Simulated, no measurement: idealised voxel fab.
This is a process module. Its name is voxel wiring stack.
We display cut, a cross-section 260 nm in width whose square cells are each 5 nm.
Throughout this document, each cross-section is represented as a grid of square cells and is presented as a sequence of bands enumerated from the top downward, where a band comprises one or more rows of cells. Read a band's entry like this: the first values are the height of its top and the height of its bottom in nm, and what follows is the sequence of materials from left to right, each with its width in nm. Note that "air" is empty space, and that a single material marked "throughout" reaches across the band from edge to edge. Heights are expressed relative to 0, this being the level below which the as-received wafer comprises one material exclusively. The lowest band is unbounded in the downward direction and is denoted as in "0..down". Note: "30..40" means the width goes from the first number (top row of the band) to the second number (bottom row) in equal steps per row of cells. "no change occurred" after a step means that no cell of the cross-section changed. Each empty space that has no open way to the top and spans at least 8 cells appears under "Closed void roster" as width x height at distance, the distance counted from the left edge, all in nm. Past the settings on a step's line: simulator remark, on that step. The line of a step may include "overlay nm". On a step with a mask, this value is how far to the right of its planned place the mask lay. A negative value means the mask lay to the left.

[The steps planned for the process are as follows]
1,RECEIVE: material Si
2,CONFORMAL_DEP: material SiO2, thk nm 10
3,DIRECTIONAL_DEP: material TiN, thk nm 5
4,DIRECTIONAL_DEP: material Ru, thk nm 25
5,MASKED_ETCH: tone cover, mask id METAL_1, width nm 25, pitch nm 45, etch materials Ru, depth nm 25, overlay nm 0
6,MASKED_ETCH: tone cover, mask id METAL_1, width nm 25, pitch nm 45, etch materials TiN, depth nm 5, overlay nm 0
7,FILL_DEP: material lowk, thk nm 10
8,CMP: height nm 40
9,CONFORMAL_DEP: material SiCN, thk nm 5
10,DIRECTIONAL_DEP: material lowk, thk nm 30
11,PATTERN: tone open, mask id METAL_2, material resist, width nm 25, pitch nm 45, thk nm 20, overlay nm 0
12,DIRECTIONAL_ETCH: etch materials lowk, depth nm 20
13,STRIP: etch materials resist
14,PATTERN: tone open, mask id METAL_2_HOLES, material resist, width nm 15, pitch nm 45, thk nm 15, overlay nm 0
15,DIRECTIONAL_ETCH: etch materials lowk, depth nm 10
16,DIRECTIONAL_ETCH: etch materials SiCN, depth nm 5
17,STRIP: etch materials resist
18,CONFORMAL_DEP: material TiN, thk nm 5
19,FILL_DEP: material Ru, thk nm 5
20,CMP: height nm 75
21,CONFORMAL_DEP: material SiCN, thk nm 5
22,DIRECTIONAL_DEP: material lowk, thk nm 10
23,DIRECTIONAL_DEP: material aC, thk nm 10
24,PATTERN: tone open, mask id PLUG_2, material resist, width nm 15, pitch nm 45, thk nm 30, overlay nm 0
25,DIRECTIONAL_ETCH: etch materials aC, depth nm 10
26,STRIP: etch materials resist
27,DIRECTIONAL_ETCH: etch materials lowk, depth nm 10
28,DIRECTIONAL_ETCH: etch materials SiCN, depth nm 5
29,STRIP: etch materials aC
30,EPI: material Ru, thk nm 10
31,EPI: material Ru, thk nm 5
32,DIRECTIONAL_DEP: material TiN, thk nm 5
33,DIRECTIONAL_DEP: material W, thk nm 25
34,PATTERN: tone cover, mask id METAL_3, material resist, width nm 25, pitch nm 45, thk nm 20, overlay nm 0
35,DIRECTIONAL_ETCH: etch materials W, depth nm 25
36,DIRECTIONAL_ETCH: etch materials TiN, depth nm 5
37,STRIP: etch materials resist
38,FILL_DEP: material lowk, thk nm 10
39,CMP: height nm 120
40,CONFORMAL_DEP: material SiN, thk nm 5

[Cross-sectional view of the wafer in its as-received condition, corresponding to the state after step 1]
0..down  Si throughout
Closed void roster: none

[This is how the wafer looks in cross-section once the module is done, given the starting state and plan above and one mistake in carrying the plan out]
125..120  SiN throughout
120..95  95 of lowk | 25 of W | 20 of lowk | 25 of W | 95 of lowk
95..90  95 of lowk | 25 of TiN | 20 of lowk | 25 of TiN | 95 of lowk
90..80  95 of lowk | 15 of Ru | 30 of lowk | 15 of Ru | 105 of lowk
80..75  95 of SiCN | 15 of Ru | 30 of SiCN | 15 of Ru | 105 of SiCN
75..60  95 of lowk | 5 of TiN | 15 of Ru | 5 of TiN | 20 of lowk | 5 of TiN | 15 of Ru | 5 of TiN | 95 of lowk
60..55  95 of lowk | 5 of TiN | 5 of Ru | 15 of TiN | 20 of lowk | 5 of TiN | 5 of Ru | 15 of TiN | 95 of lowk
55..45  95 of lowk | 5 of TiN | 5 of Ru | 5 of TiN | 30 of lowk | 5 of TiN | 5 of Ru | 5 of TiN | 105 of lowk
45..40  95 of SiCN | 15 of TiN | 30 of SiCN | 15 of TiN | 105 of SiCN
40..35  lowk throughout
35..10  95 of lowk | 25 of Ru | 20 of lowk | 25 of Ru | 95 of lowk
10..5  95 of lowk | 25 of TiN | 20 of lowk | 25 of TiN | 95 of lowk
5..0  SiO2 throughout
0..down  Si throughout
Closed void roster: none
Against the plan, the run slipped here: step 2 went in with a setting other than planned; the actual run was CONFORMAL_DEP: material SiO2, thk nm 5
